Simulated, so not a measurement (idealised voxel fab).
process module | voxel ribs on slabs
Square cell edge 5 nm, section width 270 nm, ID cut.
Just so we're on the same page, the cross-sections are grids of square cells, and they're listed out in bands top to bottom, each band one or more rows deep. This entry defines a band. It first specifies the height of the band's top and the height of its bottom in nm, and then specifies the band's materials from left to right, stating each material with its width in nm. The word "throughout" identifies a single material that fills the band from edge to edge, while the word "empty" identifies empty space. Height 0 is the level under which the wafer as received is all one material. The lowest band goes on downwards, as in "0 and below". Read "30 to 40" as a graded width: first number on top, second number at the bottom, same change between each pair of neighbouring rows. No cell of the cross-section changed in a step that is given as "nothing changed". "Voids, fully enclosed": empty spaces of 8 cells or more with no open way to the top, each given as width x height at distance, distance from the left edge, all in nm. Where a step's line continues beyond its settings, the continuation is a remark by the simulator itself on that step. When a step includes a mask, the "overlay nm" setting on its line states how far to the right of its planned place that mask lay, and negative values state how far to the left.
-- Below is the list of planned process steps
1. RECEIVE: material Si
2. DIRECTIONAL_DEP: material SiO2, thk nm 25
3. DIRECTIONAL_DEP: material SiN, thk nm 20
4. PATTERN: tone cover, mask id RIB, material resist, width nm 30, thk nm 15, overlay nm 0
5. DIRECTIONAL_ETCH: etch materials SiN, depth nm 15
6. STRIP: etch materials resist
7. MASKED_ETCH: tone cover, mask id SLAB, width nm 80, etch materials SiN, depth nm 5, overlay nm 0
8. FILL_DEP: material SiO2, thk nm 25
9. CMP: height nm 65
10. DIRECTIONAL_DEP: material TiN, thk nm 5
11. DIRECTIONAL_DEP: material aC, thk nm 15
12. PATTERN: tone cover, mask id HEATER, material resist, width nm 40, thk nm 35, overlay nm 0
13. DIRECTIONAL_ETCH: etch materials aC, depth nm 15
14. STRIP: etch materials resist
15. DIRECTIONAL_ETCH: etch materials TiN, depth nm 5
16. STRIP: etch materials aC
17. CONFORMAL_DEP: material SiO2, thk nm 10
-- as received, after step 1
- 0 and below  Si throughout
- Voids, fully enclosed: none
-- As-planned run: cross-section of the first of two wafers at end of module
- 80 down to 75  empty: 105 | SiO2: 60 | empty: 105
- 75 down to 70  SiO2 throughout
- 70 down to 65  SiO2: 115 | TiN: 40 | SiO2: 115
- 65 down to 45  SiO2 throughout
- 45 down to 30  SiO2: 120 | SiN: 30 | SiO2: 120
- 30 down to 25  SiO2: 95 | SiN: 80 | SiO2: 95
- 25 down to 0  SiO2 throughout
- 0 and below  Si throughout
- Voids, fully enclosed: none
-- Wafer two, sectioned after the module: the first wafer's start, the first wafer's plan, and one mistake in how it was run
- 80 down to 75  empty: 105 | SiO2: 60 | empty: 105
- 75 down to 70  SiO2 throughout
- 70 down to 65  SiO2: 115 | TiN: 40 | SiO2: 115
- 65 down to 45  SiO2 throughout
- 45 down to 30  SiO2: 120 | SiN: 30 | SiO2: 120
- 30 down to 25  SiO2: 85 | SiN: 80 | SiO2: 105
- 25 down to 0  SiO2 throughout
- 0 and below  Si throughout
- Voids, fully enclosed: none
So what did we get wrong on this run? step 7 did not happen as planned, as run it was MASKED_ETCH: tone cover, mask id SLAB, width nm 80, etch materials SiN, depth nm 5, overlay nm -10
In the final comparison it is observed that the number of cells assigned to each material is identical for the two wafers, whereas their placement is not.
